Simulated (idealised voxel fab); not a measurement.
The process module presented herein is designated voxel tone inversion.
FYI the section here is cut, 175 nm wide, cells are 5 nm squares.
Just so we're on the same page, the cross-sections are grids of square cells, and they're listed out in bands top to bottom, each band one or more rows deep.
Within each band entry, the heights of the top and of the bottom of the band appear first, in that order and in nm; the materials of the band then follow from left to right, each with its corresponding width in nm. The designation "full width" on a single material indicates that it fills the band from edge to edge; the designation "air" indicates empty space.
Convention: height 0 is the level below which the wafer, as received, is all one material. The lowest band does not terminate at the bottom but continues downward, represented as "0 nm and below".
It should be noted that a width expressed as "30 to 40" varies in equal increments from row to row of cells within the band, taking the value of the first number at the top row and that of the second number at the bottom row.
Basically "no modifications" means that step didn't change any cell in the cross-section.
You'll see "closed voids" listing empty spaces that have no way open to the top, as long as they're 8 cells or more; the notation is width x height at distance, where the distance is from the left edge, and all of it is in nm.
If you see something after the settings on a step's line, that's the simulator's own remark about that step.
overlay nm: right-of-plan distance of the mask on a masked step; negative values mean left-of-plan.

Planned step list for the process
1) RECEIVE | material Si
2) CONFORMAL_DEP | material SiCN | thk nm 5
3) DIRECTIONAL_DEP | material aC | thk nm 25
4) PATTERN | tone cover | mask id POSTS | material resist | width nm 15 | pitch nm 55 | thk nm 35 | overlay nm 0
5) DIRECTIONAL_ETCH | etch materials aC | depth nm 25
6) STRIP | etch materials resist
7) FILL_DEP | material SiO2 | thk nm 5
8) CMP | height nm 30
9) STRIP | etch materials aC
It is noted that the wafers described herein are identical at the outset and are distinguished by the width nm of step 4; the value stated in the plan corresponds to the first wafer.

This is how the first of several wafers looked in cross-section when it arrived, which is after step 1
    0 nm and below  Si full width
    closed voids: none

Here is the cross-section of the first of several wafers at the end of the module, after its last step, step 9
    30 nm to 5 nm  SiO2: 25  air: 15  SiO2: 40  air: 15  SiO2: 40  air: 15  SiO2: 25
    5 nm to 0 nm  SiCN full width
    0 nm and below  Si full width
    closed voids: none

Last wafer, end of module, cross-section
    30 nm to 5 nm  SiO2: 15  air: 35  SiO2: 20  air: 35  SiO2: 20  air: 35  SiO2: 15
    5 nm to 0 nm  SiCN full width
    0 nm and below  Si full width
    closed voids: none

Per wafer (row), end of module: delta in cells per material since receipt, (+) for gained, (-) for lost; closed voids after that
width nm 15, +35 SiCN, +130 SiO2, closed voids: none
width nm 20, +35 SiCN, +115 SiO2, closed voids: none
width nm 25, +35 SiCN, +100 SiO2, closed voids: none
width nm 30, +35 SiCN, +85 SiO2, closed voids: none
width nm 35, +35 SiCN, +70 SiO2, closed voids: none
